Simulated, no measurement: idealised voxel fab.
Proc. module: voxel self aligned vias
220 nm wide, 5 nm square cells: that's cross-section cut.
In this document a cross-section is written as a grid of square cells. It is given as a series of bands, listed from the top down, and a band is one or more rows of cells. Each band's line starts with the height of the band's top and of its bottom, in nm. Then come its materials from left to right, each with its width in nm. One material with "full width" fills the band from edge to edge. "blank" is empty space. Heights from 0 (as-received wafer is one material below). Bottom band endless downward, as "from 0 down". A two-number width, for instance "30..40", indicates that the width is equal to the first number in the top row of the band and to the second number in the bottom row, and that it changes by a constant amount per row of cells. "no modifications" -> step changed no cross-section cell. In "Closed void list" the enclosed voids are listed, meaning empty spaces of 8 cells or larger without any opening to the top. The form is width x height at distance, distance from the left edge, units nm. On a step's line, text after the settings is the simulator commenting on that step. Steps that use a mask can have "overlay nm" on their line. It says how far the mask sat to the right of where it was meant to be. Negative means to the left.
Process steps - plan:
step 1: RECEIVE | material Si
step 2: CONFORMAL_DEP | material SiO2 | thk nm 15
step 3: CONFORMAL_DEP | material SiCN | thk nm 5
step 4: DIRECTIONAL_DEP | material SiO2 | thk nm 30
step 5: PATTERN | tone open | mask id LINES | material resist | width nm 20 | pitch nm 50 | thk nm 15 | overlay nm 0
step 6: DIRECTIONAL_ETCH | etch materials SiO2 | depth nm 30
step 7: STRIP | etch materials resist
step 8: CONFORMAL_DEP | material TiN | thk nm 5
step 9: FILL_DEP | material Ru | thk nm 5
step 10: CMP | height nm 50
step 11: SELECTIVE_ETCH | etch materials W Ru TiN | depth nm 10
step 12: FILL_DEP | material SiN | thk nm 10
step 13: CMP | height nm 50
step 14: DIRECTIONAL_DEP | material SiO2 | thk nm 20
step 15: DIRECTIONAL_DEP | material aC | thk nm 10
step 16: PATTERN | tone open | mask id VIAS | material resist | width nm 30 | thk nm 30 | overlay nm 0
step 17: DIRECTIONAL_ETCH | etch materials aC | depth nm 10
step 18: STRIP | etch materials resist
step 19: DIRECTIONAL_ETCH | etch materials SiO2 | depth nm 20
step 20: DIRECTIONAL_ETCH | etch materials SiN | depth nm 10
step 21: STRIP | etch materials aC
step 22: CONFORMAL_DEP | material TiN | thk nm 5
step 23: FILL_DEP | material Ru | thk nm 5
step 24: CMP | height nm 70
step 25: CONFORMAL_DEP | material SiCN | thk nm 5
Cross-section of the incoming wafer, state after step 1:
  from 0 down = Si full width
  Closed void list: none
Post-module cross-section of the first of two wafers (run per plan):
  from 75 to 70 = SiCN full width
  from 70 to 55 = 70 SiO2, then 5 TiN, then 20 Ru, then 5 TiN, then 120 SiO2
  from 55 to 50 = 70 SiO2, then 10 TiN, then 10 Ru, then 10 TiN, then 120 SiO2
  from 50 to 45 = 75 SiO2, then 5 TiN, then 10 Ru, then 5 TiN, then 30 SiO2, then 20 SiN, then 75 SiO2
  from 45 to 40 = 75 SiO2, then 20 TiN, then 30 SiO2, then 20 SiN, then 75 SiO2
  from 40 to 25 = 75 SiO2, then 5 TiN, then 10 Ru, then 5 TiN, then 30 SiO2, then 5 TiN, then 10 Ru, then 5 TiN, then 75 SiO2
  from 25 to 20 = 75 SiO2, then 20 TiN, then 30 SiO2, then 20 TiN, then 75 SiO2
  from 20 to 15 = SiCN full width
  from 15 to 0 = SiO2 full width
  from 0 down = Si full width
  Closed void list: none
Cross-section at end of module for the second wafer of two, which matched the first in starting point and plan and differed by one mistake in its processing:
  from 75 to 70 = SiCN full width
  from 70 to 50 = 75 SiO2, then 5 TiN, then 10 Ru, then 5 TiN, then 125 SiO2
  from 50 to 45 = 75 SiO2, then 5 TiN, then 10 Ru, then 5 TiN, then 30 SiO2, then 20 SiN, then 75 SiO2
  from 45 to 40 = 75 SiO2, then 20 TiN, then 30 SiO2, then 20 SiN, then 75 SiO2
  from 40 to 25 = 75 SiO2, then 5 TiN, then 10 Ru, then 5 TiN, then 30 SiO2, then 5 TiN, then 10 Ru, then 5 TiN, then 75 SiO2
  from 25 to 20 = 75 SiO2, then 20 TiN, then 30 SiO2, then 20 TiN, then 75 SiO2
  from 20 to 15 = SiCN full width
  from 15 to 0 = SiO2 full width
  from 0 down = Si full width
  Closed void list: none
Want to know what went wrong? step 16 changed vs plan, executed as PATTERN | tone open | mask id VIAS | material resist | width nm 20 | thk nm 30 | overlay nm 0
At the finish, the second wafer shows more or fewer cells for some materials than the first does: Ru -6 | SiO2 +8 | TiN -2
